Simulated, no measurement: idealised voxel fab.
This section sets out a process module, namely voxel ribs on slabs.
Displayed cross-section: cut, width of 170 nm, square cells sized 5 nm.
Square cells in a grid make up a cross-section in this document, and the grid is given as bands, listed from the top down, each one or more rows of cells.
Heights first: top, then bottom, in nm. Then materials, left to right, each with a width in nm. "full width" on a single material: fills the band edge to edge. "blank": empty space.
Counting heights begins at 0, where everything beneath is, in the wafer as received, one material. The lowest band has no bottom; it goes on downwards, as "0 -> down" shows.
Think of "30..40" as a width that walks from the first number to the second as you go down the band, top row to bottom row, taking equal-sized steps from row to row.
You'll sometimes find "remains unaltered" written for a step, and that's the way of saying that nowhere in the cross-section did a cell change during that step.
You'll see "Fully enclosed voids" listing empty spaces that have no way open to the top, as long as they're 8 cells or more; the notation is width x height at distance, where the distance is from the left edge, and all of it is in nm.
On a step's line, text after the settings is the simulator commenting on that step.
If you see "overlay nm" on a step's line and that step has a mask, it's telling you how far right of where it was planned the mask ended up; a negative number means it went left instead.
Process steps foreseen in the plan
| 1 | op RECEIVE | material Si |
| 2 | op DIRECTIONAL_DEP | material SiO2 | thk nm 25 |
| 3 | op DIRECTIONAL_DEP | material SiN | thk nm 20 |
| 4 | op MASKED_ETCH | tone cover | mask id RIB | width nm 20 | etch materials SiN | depth nm 15 | overlay nm 0 |
| 5 | op PATTERN | tone cover | mask id SLAB | material resist | width nm 60 | thk nm 15 | overlay nm 0 |
| 6 | op DIRECTIONAL_ETCH | etch materials SiN | depth nm 5 |
| 7 | op STRIP | etch materials resist |
| 8 | op FILL_DEP | material SiO2 | thk nm 25 |
| 9 | op CMP | height nm 60 |
| 10 | op DIRECTIONAL_DEP | material TiN | thk nm 5 |
| 11 | op PATTERN | tone cover | mask id HEATER | material resist | width nm 30 | thk nm 15 | overlay nm 0 |
| 12 | op DIRECTIONAL_ETCH | etch materials TiN | depth nm 5 |
| 13 | op STRIP | etch materials resist |
| 14 | op CONFORMAL_DEP | material SiN | thk nm 5 |
The plan's step 14 thk nm is the first wafer's value; the wafers differ in this setting and start identical.
First of several wafers (as received, post step 1), cross-sectional view
> 0 -> down | Si full width
> Fully enclosed voids: none
Below: a row per wafer. Contents at end of module: for every material, cells gained since receipt (+) or lost since receipt (-); then closed voids
thk nm 5, +60 SiN, +384 SiO2, +6 TiN, Fully enclosed voids: none
thk nm 10, +96 SiN, +384 SiO2, +6 TiN, Fully enclosed voids: none
thk nm 15, +132 SiN, +384 SiO2, +6 TiN, Fully enclosed voids: none
thk nm 20, +168 SiN, +384 SiO2, +6 TiN, Fully enclosed voids: none
thk nm 25, +204 SiN, +384 SiO2, +6 TiN, Fully enclosed voids: none
